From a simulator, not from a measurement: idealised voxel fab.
The process module presented herein is designated voxel gate over fins.
This is section cut - it's 205 nm across, gridded in 5 nm square cells.
Cross-section = grid of square cells, listed top down in bands; band = one or more rows. In this notation a band is specified by the heights of its top and bottom, in that order and in nm, after which its materials appear from left to right, each paired with its width in nm. The word "throughout" attached to a single material means that material fills the band from edge to edge; the word "air" stands for empty space. Convention: height 0 is the level below which the wafer, as received, is all one material. The lowest band does not terminate at the bottom but continues downward, represented as "0 and below". The notation "30->40" denotes a width that varies across the rows of cells in the band, beginning at the first number in the top row, finishing at the second number in the bottom row, and changing by an identical amount from each row to the next. Take "no change" at face value: in the step it is given for, the cross-section changed in none of its cells. Reported under the label "Sealed cavities" are the empty spaces having no open way to the top and comprising 8 cells or more; the notation for each is width x height at distance, in which the distance is measured from the left edge and all three values are in nm. That trailing text on a step's line, after the settings, is the simulator's own remark on the step. overlay nm: mask offset rightward from planned place, masked step; negative means leftward offset.

Process steps - plan
1 RECEIVE: material Si
2 CONFORMAL_DEP: material SiN, thk nm 5
3 MASKED_ETCH: tone cover, mask id FINS, width nm 15, pitch nm 55, etch materials SiN, depth nm 5, overlay nm 0
4 MASKED_ETCH: tone cover, mask id FINS, width nm 15, pitch nm 55, etch materials Si, depth nm 35, overlay nm 0
5 OXIDIZE: depth nm 5
6 FILL_DEP: material SiO2, thk nm 10
7 CMP: height nm 5
8 DIRECTIONAL_DEP: material aC, thk nm 5
9 PATTERN: tone open, mask id RAIL, material resist, width nm 15, thk nm 35, overlay nm 0
10 DIRECTIONAL_ETCH: etch materials aC, depth nm 15
11 STRIP: etch materials resist
12 DIRECTIONAL_ETCH: etch materials SiO2, depth nm 35
13 STRIP: etch materials aC
14 CONFORMAL_DEP: material TiN, thk nm 5
15 FILL_DEP: material Ru, thk nm 5
16 CMP: height nm 5
17 SELECTIVE_ETCH: etch materials W Ru TiN, depth nm 30
18 FILL_DEP: material SiO2, thk nm 5
19 CMP: height nm 5
20 SELECTIVE_ETCH: etch materials SiO2, depth nm 20
21 STRIP: etch materials SiN
22 CONFORMAL_DEP: material HfO2, thk nm 5
23 CONFORMAL_DEP: material TiN, thk nm 5
24 FILL_DEP: material W, thk nm 15
25 CMP: height nm 20
26 CONFORMAL_DEP: material SiCN, thk nm 5
The plan's step 8 thk nm is the first wafer's value; the wafers differ in this setting and start identical.

Cross-section, first of several wafers, as delivered after step 1
    0 and below: Si throughout
    Sealed cavities: none

First of several wafers, sectioned at end of module (last step: step 26)
    25 down to 20: SiCN throughout
    20 down to 10: W throughout
    10 down to 5: W (35)  TiN (25)  W (30)  TiN (25)  W (30)  TiN (25)  W (35)
    5 down to 0: W (35)  TiN (5)  HfO2 (15)  TiN (5)  W (30)  TiN (5)  HfO2 (15)  TiN (5)  W (30)  TiN (5)  HfO2 (15)  TiN (5)  W (35)
    0 down to -5: W (35)  TiN (5)  HfO2 (5)  Si (5)  HfO2 (5)  TiN (5)  W (30)  TiN (5)  HfO2 (5)  Si (5)  HfO2 (5)  TiN (5)  W (30)  TiN (5)  HfO2 (5)  Si (5)  HfO2 (5)  TiN (5)  W (35)
    -5 down to -10: TiN (40)  HfO2 (5)  Si (5)  HfO2 (5)  TiN (40)  HfO2 (5)  Si (5)  HfO2 (5)  TiN (40)  HfO2 (5)  Si (5)  HfO2 (5)  TiN (40)
    -10 down to -15: HfO2 (45)  Si (5)  HfO2 (50)  Si (5)  HfO2 (50)  Si (5)  HfO2 (45)
    -15 down to -25: SiO2 (45)  Si (5)  SiO2 (50)  Si (5)  SiO2 (50)  Si (5)  SiO2 (45)
    -25 down to -30: SiO2 (45)  Si (5)  SiO2 (15)  TiN (15)  SiO2 (20)  Si (5)  SiO2 (50)  Si (5)  SiO2 (45)
    -30 down to -40: SiO2 (45)  Si (5)  SiO2 (50)  Si (5)  SiO2 (50)  Si (5)  SiO2 (45)
    -40 and below: Si throughout
    Sealed cavities: none

Cross-section at module completion, last wafer
    25 down to 20: SiCN throughout
    20 down to 10: W throughout
    10 down to 5: W (35)  TiN (25)  W (30)  TiN (25)  W (30)  TiN (25)  W (35)
    5 down to 0: W (35)  TiN (5)  HfO2 (15)  TiN (5)  W (30)  TiN (5)  HfO2 (15)  TiN (5)  W (30)  TiN (5)  HfO2 (15)  TiN (5)  W (35)
    0 down to -5: W (35)  TiN (5)  HfO2 (5)  Si (5)  HfO2 (5)  TiN (5)  W (30)  TiN (5)  HfO2 (5)  Si (5)  HfO2 (5)  TiN (5)  W (30)  TiN (5)  HfO2 (5)  Si (5)  HfO2 (5)  TiN (5)  W (35)
    -5 down to -10: TiN (40)  HfO2 (5)  Si (5)  HfO2 (5)  TiN (40)  HfO2 (5)  Si (5)  HfO2 (5)  TiN (40)  HfO2 (5)  Si (5)  HfO2 (5)  TiN (40)
    -10 down to -15: HfO2 (45)  Si (5)  HfO2 (50)  Si (5)  HfO2 (50)  Si (5)  HfO2 (45)
    -15 down to -40: SiO2 (45)  Si (5)  SiO2 (50)  Si (5)  SiO2 (50)  Si (5)  SiO2 (45)
    -40 and below: Si throughout
    Sealed cavities: none

The following table contains a row per wafer, in which are reported, at the conclusion of the module, the cells of each material gained (+) or lost (-) since the wafer's receipt, with its closed voids given thereafter
thk nm 5 | +59 HfO2 | -304 Si | +41 SiCN | +187 SiO2 | +62 TiN | +160 W | Sealed cavities: none
thk nm 10 | +59 HfO2 | -304 Si | +41 SiCN | +187 SiO2 | +62 TiN | +160 W | Sealed cavities: none
thk nm 15 | +59 HfO2 | -304 Si | +41 SiCN | +187 SiO2 | +62 TiN | +160 W | Sealed cavities: none
thk nm 20 | +59 HfO2 | -304 Si | +41 SiCN | +190 SiO2 | +59 TiN | +160 W | Sealed cavities: none
thk nm 25 | +59 HfO2 | -304 Si | +41 SiCN | +190 SiO2 | +59 TiN | +160 W | Sealed cavities: none
thk nm 30 | +59 HfO2 | -304 Si | +41 SiCN | +190 SiO2 | +59 TiN | +160 W | Sealed cavities: none
